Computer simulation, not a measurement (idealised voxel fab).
Herein follows the process module entitled voxel quadruple lines.
For reference, the cross-section in this document is cut, with width 215 nm and square cells of 5 nm.
Notation: cross-section as square-cell grid; stated in bands, top first, going down; one or more cell rows per band. Top, bottom (nm), then materials left to right with widths (nm); lone material tagged "throughout" fills the whole band edge to edge; "empty" = empty space. Basically, 0 is our baseline, since under it the wafer straight out of the box is all one material. The bottom band has no lower end and keeps on going down, so it looks like "from 0 down". Note: "30 to 40" means the width goes from the first number (top row of the band) to the second number (bottom row) in equal steps per row of cells. A step reported as "nothing different" is a step in which no cell of the cross-section changed. Basically, "Sealed voids" tells you about the enclosed voids: empty spaces with no open way to the top, 8 cells or bigger, each written width x height at distance, where distance is from the left edge, all in nm. Anything after a step's settings on that line? It's the simulator's own note about the step. The "overlay nm" setting may appear on a step's line; for a step that uses a mask, it gives how far to the right of its planned position the mask lay, and a negative value indicates the left.

THE FOLLOWING LIST GIVES THE PLANNED PROCESS STEPS
1,RECEIVE [material Si]
2,CONFORMAL_DEP [material SiO2] [thk nm 10]
3,DIRECTIONAL_DEP [material Ru] [thk nm 15]
4,DIRECTIONAL_DEP [material polySi] [thk nm 15]
5,DIRECTIONAL_DEP [material aC] [thk nm 25]
6,PATTERN [tone cover] [mask id MANDREL] [material resist] [width nm 20] [pitch nm 60] [thk nm 35] [overlay nm -15]
7,DIRECTIONAL_ETCH [etch materials aC] [depth nm 25]
8,STRIP [etch materials resist]
9,CONFORMAL_DEP [material SiO2] [thk nm 10]
10,DIRECTIONAL_ETCH [etch materials SiO2] [depth nm 10]
11,STRIP [etch materials aC]
12,DIRECTIONAL_ETCH [etch materials polySi] [depth nm 15]
13,STRIP [etch materials SiO2]
14,CONFORMAL_DEP [material SiCN] [thk nm 5]
15,DIRECTIONAL_ETCH [etch materials SiCN] [depth nm 5]
16,STRIP [etch materials polySi]
17,DIRECTIONAL_ETCH [etch materials Ru] [depth nm 15]
18,STRIP [etch materials SiCN]
19,FILL_DEP [material lowk] [thk nm 10]
20,CMP [height nm 25]
Variable across wafers: step 6 overlay nm (plan value is that of the first wafer; starting state common to all).

THIS IS HOW THE FIRST OF SEVERAL WAFERS LOOKED IN CROSS-SECTION WHEN IT ARRIVED, WHICH IS AFTER STEP 1
    from 0 down  Si throughout
    Sealed voids: none

DEPICTED HERE IS THE FIRST OF SEVERAL WAFERS IN CROSS-SECTION, AT MODULE COMPLETION FOLLOWING THE LAST STEP, STEP 20
    from 25 to 10  lowk 35; Ru 5; lowk 10; Ru 5; lowk 10; Ru 5; lowk 10; Ru 5; lowk 10; Ru 5; lowk 10; Ru 5; lowk 10; Ru 5; lowk 10; Ru 5; lowk 70
    from 10 to 0  SiO2 throughout
    from 0 down  Si throughout
    Sealed voids: none

HERE WE CROSS-SECTIONED THE LAST OF THE WAFERS ONCE THE MODULE WAS DONE
    from 25 to 10  lowk 65; Ru 5; lowk 10; Ru 5; lowk 10; Ru 5; lowk 10; Ru 5; lowk 10; Ru 5; lowk 10; Ru 5; lowk 10; Ru 5; lowk 10; Ru 5; lowk 40
    from 10 to 0  SiO2 throughout
    from 0 down  Si throughout
    Sealed voids: none

PER-WAFER ROWS BELOW. FOR EACH MATERIAL: CELLS GAINED (+) OR LOST (-) SINCE THE WAFER WAS RECEIVED, AS OF END OF MODULE. THEN: CLOSED VOIDS
overlay nm -15; +24 Ru; +86 SiO2; +105 lowk; Sealed voids: none
overlay nm -10; +24 Ru; +86 SiO2; +105 lowk; Sealed voids: none
overlay nm -5; +24 Ru; +86 SiO2; +105 lowk; Sealed voids: none
overlay nm 0; +24 Ru; +86 SiO2; +105 lowk; Sealed voids: none
overlay nm 5; +24 Ru; +86 SiO2; +105 lowk; Sealed voids: none
overlay nm 10; +24 Ru; +86 SiO2; +105 lowk; Sealed voids: none
overlay nm 15; +24 Ru; +86 SiO2; +105 lowk; Sealed voids: none
